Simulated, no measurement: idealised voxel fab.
voxel wiring stack: a process module
Section shown: cut. Width: 240 nm. Cell size: 5 nm, square.
How to read a cross-section here: the picture is a grid of square cells, written as bands going from the top down, and any band can span one or more rows of cells.
Read a band's entry like this: the first values are the height of its top and the height of its bottom in nm, and what follows is the sequence of materials from left to right, each with its width in nm. Note that "air" is empty space, and that a single material marked "throughout" reaches across the band from edge to edge.
Where do heights start? At 0: under that level the wafer as delivered is made of one material only. And the lowest band has no floor; it just carries on downward, as in "0 and below".
Per-row width for "30 to 40": begins at first number (top row of band), ends at second number (bottom row), increment between rows held constant.
Key: "changes: none" - step with no changed cell in the cross-section.
Basically, "Enclosed voids" tells you about the enclosed voids: empty spaces with no open way to the top, 8 cells or bigger, each written width x height at distance, where distance is from the left edge, all in nm.
On each step's line, the part that comes after the settings is the simulator's own comment on the step.
Steps that use a mask can have "overlay nm" on their line. It says how far the mask sat to the right of where it was meant to be. Negative means to the left.
This section lists the process steps that were planned
1 RECEIVE [material Si]
2 CONFORMAL_DEP [material SiO2] [thk nm 15]
3 DIRECTIONAL_DEP [material TiN] [thk nm 5]
4 DIRECTIONAL_DEP [material Ru] [thk nm 15]
5 PATTERN [tone cover] [mask id METAL_1] [material resist] [width nm 25] [pitch nm 55] [thk nm 15] [overlay nm 0]
6 DIRECTIONAL_ETCH [etch materials Ru] [depth nm 15]
7 DIRECTIONAL_ETCH [etch materials TiN] [depth nm 5]
8 STRIP [etch materials resist]
9 CONFORMAL_DEP [material SiCN] [thk nm 5]
10 FILL_DEP [material lowk] [thk nm 5]
11 CMP [height nm 35]
12 CONFORMAL_DEP [material SiCN] [thk nm 5]
13 DIRECTIONAL_DEP [material SiO2] [thk nm 30]
14 DIRECTIONAL_DEP [material aC] [thk nm 10]
15 PATTERN [tone open] [mask id METAL_2_HOLES] [material resist] [width nm 15] [pitch nm 55] [thk nm 25] [overlay nm 0]
16 DIRECTIONAL_ETCH [etch materials aC] [depth nm 10]
17 STRIP [etch materials resist]
18 DIRECTIONAL_ETCH [etch materials SiO2] [depth nm 30]
19 STRIP [etch materials aC]
20 DIRECTIONAL_DEP [material aC] [thk nm 15]
21 PATTERN [tone open] [mask id METAL_2] [material resist] [width nm 25] [pitch nm 55] [thk nm 35] [overlay nm 0]
22 DIRECTIONAL_ETCH [etch materials aC] [depth nm 15]
23 STRIP [etch materials resist]
24 DIRECTIONAL_ETCH [etch materials SiO2] [depth nm 15]
25 DIRECTIONAL_ETCH [etch materials SiCN] [depth nm 5]
26 STRIP [etch materials aC]
27 CONFORMAL_DEP [material TiN] [thk nm 5]
28 FILL_DEP [material Ru] [thk nm 5]
29 CMP [height nm 70]
30 CONFORMAL_DEP [material SiCN] [thk nm 5]
Account of the first of two wafers, which was processed as intended
Incoming wafer in cross-section (state: after step 1)
- 0 and below: Si throughout
- Enclosed voids: none
After step 2: wafer cross-section
- 15 down to 0: SiO2 throughout
- Below 0 it's all the same as before, nothing changed down there.
After step 3: wafer cross-section
- 20 down to 15: TiN throughout
- Below 15 it's all the same as before, nothing changed down there.
After step 4: wafer cross-section
- 35 down to 20: Ru throughout
- Below 20 it's all the same as before, nothing changed down there.
After step 5: wafer cross-section
- 50 down to 35: 50 air / 25 resist / 30 air / 25 resist / 30 air / 25 resist / 55 air
- Below 35 it's all the same as before, nothing changed down there.
After step 6: wafer cross-section
- 50 down to 35: 50 air / 25 resist / 30 air / 25 resist / 30 air / 25 resist / 55 air
- 35 down to 20: 50 air / 25 Ru / 30 air / 25 Ru / 30 air / 25 Ru / 55 air
- Below 20 it's all the same as before, nothing changed down there.
After step 7: wafer cross-section
- 50 down to 35: 50 air / 25 resist / 30 air / 25 resist / 30 air / 25 resist / 55 air
- 35 down to 20: 50 air / 25 Ru / 30 air / 25 Ru / 30 air / 25 Ru / 55 air
- 20 down to 15: 50 air / 25 TiN / 30 air / 25 TiN / 30 air / 25 TiN / 55 air
- Below 15 it's all the same as before, nothing changed down there.
After step 8: wafer cross-section
- 35 down to 20: 50 air / 25 Ru / 30 air / 25 Ru / 30 air / 25 Ru / 55 air
- Below 20 it's all the same as before, nothing changed down there.
After step 9: wafer cross-section
- 40 down to 35: 45 air / 35 SiCN / 20 air / 35 SiCN / 20 air / 35 SiCN / 50 air
- 35 down to 20: 45 air / 5 SiCN / 25 Ru / 5 SiCN / 20 air / 5 SiCN / 25 Ru / 5 SiCN / 20 air / 5 SiCN / 25 Ru / 5 SiCN / 50 air
- 20 down to 15: 50 SiCN / 25 TiN / 30 SiCN / 25 TiN / 30 SiCN / 25 TiN / 55 SiCN
- Below 15 it's all the same as before, nothing changed down there.
After step 10: wafer cross-section
- 45 down to 40: lowk throughout
- 40 down to 35: 45 lowk / 35 SiCN / 20 lowk / 35 SiCN / 20 lowk / 35 SiCN / 50 lowk
- 35 down to 20: 45 lowk / 5 SiCN / 25 Ru / 5 SiCN / 20 lowk / 5 SiCN / 25 Ru / 5 SiCN / 20 lowk / 5 SiCN / 25 Ru / 5 SiCN / 50 lowk
- Below 20 it's all the same as before, nothing changed down there.
After step 11: wafer cross-section
- 35 down to 20: 45 lowk / 5 SiCN / 25 Ru / 5 SiCN / 20 lowk / 5 SiCN / 25 Ru / 5 SiCN / 20 lowk / 5 SiCN / 25 Ru / 5 SiCN / 50 lowk
- Below 20 it's all the same as before, nothing changed down there.
After step 12: wafer cross-section
- 40 down to 35: SiCN throughout
- Below 35 it's all the same as before, nothing changed down there.
After step 13: wafer cross-section
- 70 down to 40: SiO2 throughout
- Below 40 it's all the same as before, nothing changed down there.
After step 14: wafer cross-section
- 80 down to 70: aC throughout
- Below 70 it's all the same as before, nothing changed down there.
After step 15: wafer cross-section
- 105 down to 80: 50 resist / 15 air / 40 resist / 15 air / 40 resist / 15 air / 65 resist
- Below 80 it's all the same as before, nothing changed down there.
After step 16: wafer cross-section
- 95 down to 80: 50 resist / 15 air / 40 resist / 15 air / 40 resist / 15 air / 65 resist
- 80 down to 70: 50 aC / 15 air / 40 aC / 15 air / 40 aC / 15 air / 65 aC
- Below 70 it's all the same as before, nothing changed down there.
After step 17: wafer cross-section
- 80 down to 70: 50 aC / 15 air / 40 aC / 15 air / 40 aC / 15 air / 65 aC
- Below 70 it's all the same as before, nothing changed down there.
After step 18: wafer cross-section
- 80 down to 70: 50 aC / 15 air / 40 aC / 15 air / 40 aC / 15 air / 65 aC
- 70 down to 40: 50 SiO2 / 15 air / 40 SiO2 / 15 air / 40 SiO2 / 15 air / 65 SiO2
- Below 40 it's all the same as before, nothing changed down there.
After step 19: wafer cross-section
- 70 down to 40: 50 SiO2 / 15 air / 40 SiO2 / 15 air / 40 SiO2 / 15 air / 65 SiO2
- Below 40 it's all the same as before, nothing changed down there.
After step 20: wafer cross-section
- 85 down to 70: 50 aC / 15 air / 40 aC / 15 air / 40 aC / 15 air / 65 aC
- 70 down to 55: 50 SiO2 / 15 air / 40 SiO2 / 15 air / 40 SiO2 / 15 air / 65 SiO2
- 55 down to 40: 50 SiO2 / 15 aC / 40 SiO2 / 15 aC / 40 SiO2 / 15 aC / 65 SiO2
- Below 40 it's all the same as before, nothing changed down there.
After step 21: wafer cross-section
- 120 down to 85: 50 resist / 25 air / 30 resist / 25 air / 30 resist / 25 air / 55 resist
- Below 85 it's all the same as before, nothing changed down there.
After step 22: wafer cross-section
- 105 down to 85: 50 resist / 25 air / 30 resist / 25 air / 30 resist / 25 air / 55 resist
- 85 down to 70: 50 aC / 25 air / 30 aC / 25 air / 30 aC / 25 air / 55 aC
- 70 down to 40: 50 SiO2 / 15 air / 40 SiO2 / 15 air / 40 SiO2 / 15 air / 65 SiO2
- Below 40 it's all the same as before, nothing changed down there.
After step 23: wafer cross-section
- 85 down to 70: 50 aC / 25 air / 30 aC / 25 air / 30 aC / 25 air / 55 aC
- Below 70 it's all the same as before, nothing changed down there.
After step 24: wafer cross-section
- 85 down to 70: 50 aC / 25 air / 30 aC / 25 air / 30 aC / 25 air / 55 aC
- 70 down to 55: 50 SiO2 / 25 air / 30 SiO2 / 25 air / 30 SiO2 / 25 air / 55 SiO2
- Below 55 it's all the same as before, nothing changed down there.
After step 25: wafer cross-section
- 85 down to 70: 50 aC / 25 air / 30 aC / 25 air / 30 aC / 25 air / 55 aC
- 70 down to 55: 50 SiO2 / 25 air / 30 SiO2 / 25 air / 30 SiO2 / 25 air / 55 SiO2
- 55 down to 40: 50 SiO2 / 15 air / 40 SiO2 / 15 air / 40 SiO2 / 15 air / 65 SiO2
- 40 down to 35: 50 SiCN / 15 air / 40 SiCN / 15 air / 40 SiCN / 15 air / 65 SiCN
- Below 35 it's all the same as before, nothing changed down there.
After step 26: wafer cross-section
- 70 down to 55: 50 SiO2 / 25 air / 30 SiO2 / 25 air / 30 SiO2 / 25 air / 55 SiO2
- Below 55 it's all the same as before, nothing changed down there.
After step 27: wafer cross-section
- 75 down to 70: 55 TiN / 15 air / 40 TiN / 15 air / 40 TiN / 15 air / 60 TiN
- 70 down to 60: 50 SiO2 / 5 TiN / 15 air / 5 TiN / 30 SiO2 / 5 TiN / 15 air / 5 TiN / 30 SiO2 / 5 TiN / 15 air / 5 TiN / 55 SiO2
- 60 down to 55: 50 SiO2 / 5 TiN / 5 air / 15 TiN / 30 SiO2 / 5 TiN / 5 air / 15 TiN / 30 SiO2 / 5 TiN / 5 air / 15 TiN / 55 SiO2
- 55 down to 40: 50 SiO2 / 5 TiN / 5 air / 5 TiN / 40 SiO2 / 5 TiN / 5 air / 5 TiN / 40 SiO2 / 5 TiN / 5 air / 5 TiN / 65 SiO2
- 40 down to 35: 50 SiCN / 15 TiN / 40 SiCN / 15 TiN / 40 SiCN / 15 TiN / 65 SiCN
- Below 35 it's all the same as before, nothing changed down there.
After step 28: wafer cross-section
- 80 down to 75: Ru throughout
- 75 down to 70: 55 TiN / 15 Ru / 40 TiN / 15 Ru / 40 TiN / 15 Ru / 60 TiN
- 70 down to 60: 50 SiO2 / 5 TiN / 15 Ru / 5 TiN / 30 SiO2 / 5 TiN / 15 Ru / 5 TiN / 30 SiO2 / 5 TiN / 15 Ru / 5 TiN / 55 SiO2
- 60 down to 55: 50 SiO2 / 5 TiN / 5 Ru / 15 TiN / 30 SiO2 / 5 TiN / 5 Ru / 15 TiN / 30 SiO2 / 5 TiN / 5 Ru / 15 TiN / 55 SiO2
- 55 down to 40: 50 SiO2 / 5 TiN / 5 Ru / 5 TiN / 40 SiO2 / 5 TiN / 5 Ru / 5 TiN / 40 SiO2 / 5 TiN / 5 Ru / 5 TiN / 65 SiO2
- Below 40 it's all the same as before, nothing changed down there.
After step 29: wafer cross-section
- 70 down to 60: 50 SiO2 / 5 TiN / 15 Ru / 5 TiN / 30 SiO2 / 5 TiN / 15 Ru / 5 TiN / 30 SiO2 / 5 TiN / 15 Ru / 5 TiN / 55 SiO2
- Below 60 it's all the same as before, nothing changed down there.
After step 30: wafer cross-section
- 75 down to 70: SiCN throughout
- Below 70 it's all the same as before, nothing changed down there.
second wafer: like start, like plan, one mistake. Through step 23 it matches the first wafer
At the planned end of step 24, the second wafer in cross-section
- 85 down to 70: 50 aC / 25 air / 30 aC / 25 air / 30 aC / 25 air / 55 aC
- 70 down to 40: 50 SiO2 / 25 air / 30 SiO2 / 25 air / 30 SiO2 / 25 air / 55 SiO2
- Below 40 it's all the same as before, nothing changed down there.
At the planned end of step 25, the second wafer in cross-section
- 85 down to 70: 50 aC / 25 air / 30 aC / 25 air / 30 aC / 25 air / 55 aC
- 70 down to 40: 50 SiO2 / 25 air / 30 SiO2 / 25 air / 30 SiO2 / 25 air / 55 SiO2
- 40 down to 35: 50 SiCN / 25 air / 30 SiCN / 25 air / 30 SiCN / 25 air / 55 SiCN
- Below 35 it's all the same as before, nothing changed down there.
At the planned end of step 26, the second wafer in cross-section
- 70 down to 40: 50 SiO2 / 25 air / 30 SiO2 / 25 air / 30 SiO2 / 25 air / 55 SiO2
- Below 40 it's all the same as before, nothing changed down there.
At the planned end of step 27, the second wafer in cross-section
- 75 down to 70: 55 TiN / 15 air / 40 TiN / 15 air / 40 TiN / 15 air / 60 TiN
- 70 down to 40: 50 SiO2 / 5 TiN / 15 air / 5 TiN / 30 SiO2 / 5 TiN / 15 air / 5 TiN / 30 SiO2 / 5 TiN / 15 air / 5 TiN / 55 SiO2
- 40 down to 35: 50 SiCN / 25 TiN / 30 SiCN / 25 TiN / 30 SiCN / 25 TiN / 55 SiCN
- Below 35 it's all the same as before, nothing changed down there.
At the planned end of step 28, the second wafer in cross-section
- 80 down to 75: Ru throughout
- 75 down to 70: 55 TiN / 15 Ru / 40 TiN / 15 Ru / 40 TiN / 15 Ru / 60 TiN
- 70 down to 40: 50 SiO2 / 5 TiN / 15 Ru / 5 TiN / 30 SiO2 / 5 TiN / 15 Ru / 5 TiN / 30 SiO2 / 5 TiN / 15 Ru / 5 TiN / 55 SiO2
- Below 40 it's all the same as before, nothing changed down there.
At the planned end of step 29, the second wafer in cross-section
- 70 down to 40: 50 SiO2 / 5 TiN / 15 Ru / 5 TiN / 30 SiO2 / 5 TiN / 15 Ru / 5 TiN / 30 SiO2 / 5 TiN / 15 Ru / 5 TiN / 55 SiO2
- Below 40 it's all the same as before, nothing changed down there.
At the planned end of step 30, the second wafer in cross-section
- 75 down to 70: SiCN throughout
- Below 70 it's all the same as before, nothing changed down there.
Nonconformance to the process plan: regarding the plan, step 24 was run twice
Per the end-of-run cell counts, the second wafer holds more or fewer of some materials than the first: Ru +24, SiCN -6, SiO2 -18
